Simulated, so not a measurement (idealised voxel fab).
Proc. module: voxel spacer lines
In the cross-section labelled cut, the width is 290 nm and each square cell is 5 nm.
How to read a cross-section here: the picture is a grid of square cells, written as bands going from the top down, and any band can span one or more rows of cells. Band entry format. Leading values: height of top, height of bottom, nm. Remainder: materials in left-to-right order, each with its width in nm. Special words: "everywhere" on a single material, which then fills the band edge to edge; "blank", empty space. Height reference: 0 = level under which incoming wafer is all one material. Lowest band: no bottom, runs on downward, e.g. "0 and below". Read "30 to 40" as a graded width: first number on top, second number at the bottom, same change between each pair of neighbouring rows. It should be understood that the words "identical to before", when stated for a given step, signify that the cross-section underwent no change in any of its cells during that step. Entry "Closed cavities". Content: empty spaces with no open connection to the top, size 8 cells or greater. Each: width x height at distance. Distance: from left edge. Unit: nm. Where a step's line continues beyond its settings, the continuation is a remark by the simulator itself on that step. overlay nm: step with mask; distance mask lay right of planned place; negative value = left of planned place.
Planned step list for the process
- 1: RECEIVE,material Si
- 2: CONFORMAL_DEP,material Al2O3,thk nm 10
- 3: DIRECTIONAL_DEP,material polySi,thk nm 20
- 4: DIRECTIONAL_DEP,material aC,thk nm 20
- 5: PATTERN,tone cover,mask id MANDREL,material resist,width nm 20,pitch nm 70,thk nm 30,overlay nm 0
- 6: DIRECTIONAL_ETCH,etch materials aC,depth nm 20
- 7: STRIP,etch materials resist
- 8: CONFORMAL_DEP,material SiN,thk nm 15
- 9: DIRECTIONAL_ETCH,etch materials SiN,depth nm 15
- 10: STRIP,etch materials aC
- 11: DIRECTIONAL_ETCH,etch materials polySi,depth nm 20
- 12: STRIP,etch materials SiN
- 13: FILL_DEP,material lowk,thk nm 5
- 14: CMP,height nm 30
This is the cross-section of the wafer as we received it, i.e. after step 1
- 0 and below | Si everywhere
- Closed cavities: none
Cross-section: first of two wafers, module finished, run according to plan
- 30 down to 10 | 85 of lowk | 15 of polySi | 20 of lowk | 15 of polySi | 20 of lowk | 15 of polySi | 20 of lowk | 15 of polySi | 85 of lowk
- 10 down to 0 | Al2O3 everywhere
- 0 and below | Si everywhere
- Closed cavities: none
Cross-section, second wafer: same start as the first, same plan as the first, one mistake in running it; taken at the end of the module
- 30 down to 10 | 75 of lowk | 15 of polySi | 20 of lowk | 15 of polySi | 20 of lowk | 15 of polySi | 20 of lowk | 15 of polySi | 95 of lowk
- 10 down to 0 | Al2O3 everywhere
- 0 and below | Si everywhere
- Closed cavities: none
Which mistake was made when the wafer was run? in deviation from the planned setting, step 5 was conducted as PATTERN,tone cover,mask id MANDREL,material resist,width nm 20,pitch nm 70,thk nm 30,overlay nm -10
End check, second vs first wafer: material counts in cells match, positions do not.
